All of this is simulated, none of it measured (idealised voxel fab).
The process module presented herein is designated voxel quadruple lines.
Each square cell in cross-section cut measures 5 nm, and the section as a whole is 265 nm wide.
Reading order for cross-sections: top band down to bottom band. Underlying form: a grid of square cells. Band size: one or more rows of cells.
A band entry consists of two parts. The first gives the height of the band's top and the height of its bottom, in nm. The rest lists the band's materials from left to right, each with its width in nm. A single material labelled with the word "everywhere" fills the band from edge to edge, and the word "air" marks empty space.
Measure heights from 0. That's the level where, below it, the as-received wafer is all one material. The lowest band is bottomless and extends downward; write it as in "0 -> down".
Per-row width for "30..40": begins at first number (top row of band), ends at second number (bottom row), increment between rows held constant.
Given "remained the same" for a step, no cell of the cross-section differs between before and after that step.
You'll see "Catalogued sealed voids" listing empty spaces that have no way open to the top, as long as they're 8 cells or more; the notation is width x height at distance, where the distance is from the left edge, and all of it is in nm.
On each step's line, the part that comes after the settings is the simulator's own comment on the step.
What "overlay nm" on a step's line means: if the step has a mask, that mask lay this far to the right of its planned place, or, when the value is negative, to the left.

# Intended process steps
| 1 | RECEIVE | material Si |
| 2 | CONFORMAL_DEP | material SiO2 | thk nm 5 |
| 3 | DIRECTIONAL_DEP | material TiN | thk nm 10 |
| 4 | DIRECTIONAL_DEP | material polySi | thk nm 15 |
| 5 | DIRECTIONAL_DEP | material aC | thk nm 25 |
| 6 | PATTERN | tone cover | mask id MANDREL | material resist | width nm 25 | pitch nm 80 | thk nm 30 | overlay nm 0 |
| 7 | DIRECTIONAL_ETCH | etch materials aC | depth nm 25 |
| 8 | STRIP | etch materials resist |
| 9 | CONFORMAL_DEP | material SiO2 | thk nm 15 |
| 10 | DIRECTIONAL_ETCH | etch materials SiO2 | depth nm 15 |
| 11 | STRIP | etch materials aC |
| 12 | DIRECTIONAL_ETCH | etch materials polySi | depth nm 15 |
| 13 | STRIP | etch materials SiO2 |
| 14 | CONFORMAL_DEP | material SiCN | thk nm 5 |
| 15 | DIRECTIONAL_ETCH | etch materials SiCN | depth nm 5 |
| 16 | STRIP | etch materials polySi |
| 17 | DIRECTIONAL_ETCH | etch materials TiN | depth nm 10 |
| 18 | STRIP | etch materials SiCN |

# The first wafer of two, processed as planned

# So this is the incoming wafer in cross-section - it's already been through step 1
	0 -> down | Si everywhere
	Catalogued sealed voids: none

# Wafer after step 2 (cross-section)
	5 -> 0 | SiO2 everywhere
	Everything under 0 stays put, no change at all.

# Wafer after step 3 (cross-section)
	15 -> 5 | TiN everywhere
	Everything under 5 stays put, no change at all.

# Wafer after step 4 (cross-section)
	30 -> 15 | polySi everywhere
	Everything under 15 stays put, no change at all.

# Wafer after step 5 (cross-section)
	55 -> 30 | aC everywhere
	Everything under 30 stays put, no change at all.

# Wafer after step 6 (cross-section)
	85 -> 55 | air: 80, resist: 25, air: 55, resist: 25, air: 80
	Everything under 55 stays put, no change at all.

# Wafer after step 7 (cross-section)
	60 -> 55 | air: 80, resist: 25, air: 55, resist: 25, air: 80
	55 -> 30 | air: 80, aC: 25, air: 55, aC: 25, air: 80
	Everything under 30 stays put, no change at all.

# Wafer after step 8 (cross-section)
	55 -> 30 | air: 80, aC: 25, air: 55, aC: 25, air: 80
	Everything under 30 stays put, no change at all.

# Wafer after step 9 (cross-section)
	70 -> 55 | air: 65, SiO2: 55, air: 25, SiO2: 55, air: 65
	55 -> 45 | air: 65, SiO2: 15, aC: 25, SiO2: 15, air: 25, SiO2: 15, aC: 25, SiO2: 15, air: 65
	45 -> 30 | SiO2: 80, aC: 25, SiO2: 55, aC: 25, SiO2: 80
	Everything under 30 stays put, no change at all.

# Wafer after step 10 (cross-section)
	55 -> 30 | air: 65, SiO2: 15, aC: 25, SiO2: 15, air: 25, SiO2: 15, aC: 25, SiO2: 15, air: 65
	Everything under 30 stays put, no change at all.

# Wafer after step 11 (cross-section)
	55 -> 30 | air: 65, SiO2: 15, air: 25, SiO2: 15, air: 25, SiO2: 15, air: 25, SiO2: 15, air: 65
	Everything under 30 stays put, no change at all.

# Wafer after step 12 (cross-section)
	55 -> 30 | air: 65, SiO2: 15, air: 25, SiO2: 15, air: 25, SiO2: 15, air: 25, SiO2: 15, air: 65
	30 -> 15 | air: 65, polySi: 15, air: 25, polySi: 15, air: 25, polySi: 15, air: 25, polySi: 15, air: 65
	Everything under 15 stays put, no change at all.

# Wafer after step 13 (cross-section)
	30 -> 15 | air: 65, polySi: 15, air: 25, polySi: 15, air: 25, polySi: 15, air: 25, polySi: 15, air: 65
	Everything under 15 stays put, no change at all.

# Wafer after step 14 (cross-section)
	35 -> 30 | air: 60, SiCN: 25, air: 15, SiCN: 25, air: 15, SiCN: 25, air: 15, SiCN: 25, air: 60
	30 -> 20 | air: 60, SiCN: 5, polySi: 15, SiCN: 5, air: 15, SiCN: 5, polySi: 15, SiCN: 5, air: 15, SiCN: 5, polySi: 15, SiCN: 5, air: 15, SiCN: 5, polySi: 15, SiCN: 5, air: 60
	20 -> 15 | SiCN: 65, polySi: 15, SiCN: 25, polySi: 15, SiCN: 25, polySi: 15, SiCN: 25, polySi: 15, SiCN: 65
	Everything under 15 stays put, no change at all.

# Wafer after step 15 (cross-section)
	30 -> 15 | air: 60, SiCN: 5, polySi: 15, SiCN: 5, air: 15, SiCN: 5, polySi: 15, SiCN: 5, air: 15, SiCN: 5, polySi: 15, SiCN: 5, air: 15, SiCN: 5, polySi: 15, SiCN: 5, air: 60
	Everything under 15 stays put, no change at all.

# Wafer after step 16 (cross-section)
	30 -> 15 | air: 60, SiCN: 5, air: 15, SiCN: 5, air: 15, SiCN: 5, air: 15, SiCN: 5, air: 15, SiCN: 5, air: 15, SiCN: 5, air: 15, SiCN: 5, air: 15, SiCN: 5, air: 60
	Everything under 15 stays put, no change at all.

# Wafer after step 17 (cross-section)
	30 -> 15 | air: 60, SiCN: 5, air: 15, SiCN: 5, air: 15, SiCN: 5, air: 15, SiCN: 5, air: 15, SiCN: 5, air: 15, SiCN: 5, air: 15, SiCN: 5, air: 15, SiCN: 5, air: 60
	15 -> 5 | air: 60, TiN: 5, air: 15, TiN: 5, air: 15, TiN: 5, air: 15, TiN: 5, air: 15, TiN: 5, air: 15, TiN: 5, air: 15, TiN: 5, air: 15, TiN: 5, air: 60
	Everything under 5 stays put, no change at all.

# Wafer after step 18 (cross-section)
	15 -> 5 | air: 60, TiN: 5, air: 15, TiN: 5, air: 15, TiN: 5, air: 15, TiN: 5, air: 15, TiN: 5, air: 15, TiN: 5, air: 15, TiN: 5, air: 15, TiN: 5, air: 60
	Everything under 5 stays put, no change at all.

# Wafer two of two - same starting point, same process plan, one mistake in execution; matches wafer one up to and including step 5

# The second wafer cut through, at the time step 6 was supposed to be finished
	85 -> 55 | resist: 80, air: 25, resist: 55, air: 25, resist: 80
	Everything under 55 stays put, no change at all.

# The second wafer cut through, at the time step 7 was supposed to be finished
	60 -> 55 | resist: 80, air: 25, resist: 55, air: 25, resist: 80
	55 -> 30 | aC: 80, air: 25, aC: 55, air: 25, aC: 80
	Everything under 30 stays put, no change at all.

# The second wafer cut through, at the time step 8 was supposed to be finished
	55 -> 30 | aC: 80, air: 25, aC: 55, air: 25, aC: 80
	Everything under 30 stays put, no change at all.

# The second wafer cut through, at the time step 9 was supposed to be finished
	70 -> 55 | SiO2 everywhere
	55 -> 30 | aC: 80, SiO2: 25, aC: 55, SiO2: 25, aC: 80
	Everything under 30 stays put, no change at all.

# The second wafer cut through, at the time step 10 was supposed to be finished
	55 -> 30 | aC: 80, SiO2: 25, aC: 55, SiO2: 25, aC: 80
	Everything under 30 stays put, no change at all.

# The second wafer cut through, at the time step 11 was supposed to be finished
	55 -> 30 | air: 80, SiO2: 25, air: 55, SiO2: 25, air: 80
	Everything under 30 stays put, no change at all.

# The second wafer cut through, at the time step 12 was supposed to be finished
	55 -> 30 | air: 80, SiO2: 25, air: 55, SiO2: 25, air: 80
	30 -> 15 | air: 80, polySi: 25, air: 55, polySi: 25, air: 80
	Everything under 15 stays put, no change at all.

# The second wafer cut through, at the time step 13 was supposed to be finished
	30 -> 15 | air: 80, polySi: 25, air: 55, polySi: 25, air: 80
	Everything under 15 stays put, no change at all.

# The second wafer cut through, at the time step 14 was supposed to be finished
	35 -> 30 | air: 75, SiCN: 35, air: 45, SiCN: 35, air: 75
	30 -> 20 | air: 75, SiCN: 5, polySi: 25, SiCN: 5, air: 45, SiCN: 5, polySi: 25, SiCN: 5, air: 75
	20 -> 15 | SiCN: 80, polySi: 25, SiCN: 55, polySi: 25, SiCN: 80
	Everything under 15 stays put, no change at all.

# The second wafer cut through, at the time step 15 was supposed to be finished
	30 -> 15 | air: 75, SiCN: 5, polySi: 25, SiCN: 5, air: 45, SiCN: 5, polySi: 25, SiCN: 5, air: 75
	Everything under 15 stays put, no change at all.

# The second wafer cut through, at the time step 16 was supposed to be finished
	30 -> 15 | air: 75, SiCN: 5, air: 25, SiCN: 5, air: 45, SiCN: 5, air: 25, SiCN: 5, air: 75
	Everything under 15 stays put, no change at all.

# The second wafer cut through, at the time step 17 was supposed to be finished
	30 -> 15 | air: 75, SiCN: 5, air: 25, SiCN: 5, air: 45, SiCN: 5, air: 25, SiCN: 5, air: 75
	15 -> 5 | air: 75, TiN: 5, air: 25, TiN: 5, air: 45, TiN: 5, air: 25, TiN: 5, air: 75
	Everything under 5 stays put, no change at all.

# The second wafer cut through, at the time step 18 was supposed to be finished
	15 -> 5 | air: 75, TiN: 5, air: 25, TiN: 5, air: 45, TiN: 5, air: 25, TiN: 5, air: 75
	Everything under 5 stays put, no change at all.
Plan not followed: step 6, actual vs plan mismatch, actual run PATTERN | tone open | mask id MANDREL | material resist | width nm 25 | pitch nm 80 | thk nm 30 | overlay nm 0
Bottom line after processing is that, in cells, the second wafer is up or down on some materials versus the first: TiN: 8 fewer
